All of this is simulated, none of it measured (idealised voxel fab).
You're looking at the process module voxel self aligned vias.
The cross-section on display is named cut; it measures 245 nm wide, and its cells are 5 nm squares.
The cross-sections in this document take the form of a grid made of square cells. They are written out as bands, in order from top to bottom. Each band consists of one or more rows of cells. Read a band's entry like this: the first values are the height of its top and the height of its bottom in nm, and what follows is the sequence of materials from left to right, each with its width in nm. Note that "empty" is empty space, and that a single material marked "everywhere" reaches across the band from edge to edge. Measure heights from 0. That's the level where, below it, the as-received wafer is all one material. The lowest band is bottomless and extends downward; write it as in "0..down". Width "30 to 40": first value at the band's top row of cells, second value at its bottom row, equal change from row to row. What does "nothing different" mean for a step? It means no cell of the cross-section changed in that step. Heads up: "Closed internal cavities" only lists the empty pockets with no open path to the top that are 8 cells or more, and it writes them as width x height at distance, distance from the left edge, in nm. Text after the settings on a step's line: the simulator's own remark on that step. A step line may carry the setting "overlay nm", which, for steps involving a mask, states the distance by which the mask lay to the right of its intended position; negative values denote displacement to the left.
So here's the lineup of process steps we planned
1: op RECEIVE | material Si
2: op CONFORMAL_DEP | material SiO2 | thk nm 10
3: op CONFORMAL_DEP | material SiCN | thk nm 5
4: op DIRECTIONAL_DEP | material lowk | thk nm 25
5: op MASKED_ETCH | tone open | mask id LINES | width nm 25 | pitch nm 75 | etch materials lowk | depth nm 25 | overlay nm 0
6: op CONFORMAL_DEP | material TiN | thk nm 5
7: op FILL_DEP | material Ru | thk nm 10
8: op CMP | height nm 40
9: op SELECTIVE_ETCH | etch materials W Ru TiN | depth nm 5
10: op FILL_DEP | material SiN | thk nm 5
11: op CMP | height nm 40
12: op DIRECTIONAL_DEP | material lowk | thk nm 15
13: op DIRECTIONAL_DEP | material aC | thk nm 10
14: op PATTERN | tone open | mask id VIAS | material resist | width nm 45 | thk nm 25 | overlay nm 0
15: op DIRECTIONAL_ETCH | etch materials aC | depth nm 10
16: op STRIP | etch materials resist
17: op DIRECTIONAL_ETCH | etch materials lowk | depth nm 15
18: op DIRECTIONAL_ETCH | etch materials SiN | depth nm 5
19: op STRIP | etch materials aC
20: op CONFORMAL_DEP | material TiN | thk nm 5
21: op FILL_DEP | material Ru | thk nm 10
22: op CMP | height nm 55
23: op CONFORMAL_DEP | material SiCN | thk nm 5
Wafer as received: cross-section following step 1
* 0..down = Si everywhere
* Closed internal cavities: none
End state of the module in cross-section, given the above starting point and plan and one mistake in execution
* 60..55 = SiCN everywhere
* 55..40 = lowk (60)  TiN (5)  Ru (35)  TiN (5)  lowk (140)
* 40..35 = SiN (60)  TiN (45)  SiN (140)
* 35..30 = TiN (75)  Ru (15)  TiN (60)  Ru (15)  TiN (80)
* 30..10 = lowk (70)  TiN (5)  Ru (15)  TiN (5)  lowk (50)  TiN (5)  Ru (15)  TiN (5)  lowk (75)
* 10..5 = lowk (70)  TiN (25)  lowk (50)  TiN (25)  lowk (75)
* 5..0 = SiCN everywhere
* 0..down = Si everywhere
* Closed internal cavities: none
Diagnosis: step 2 from the plan never happened, it was just skipped
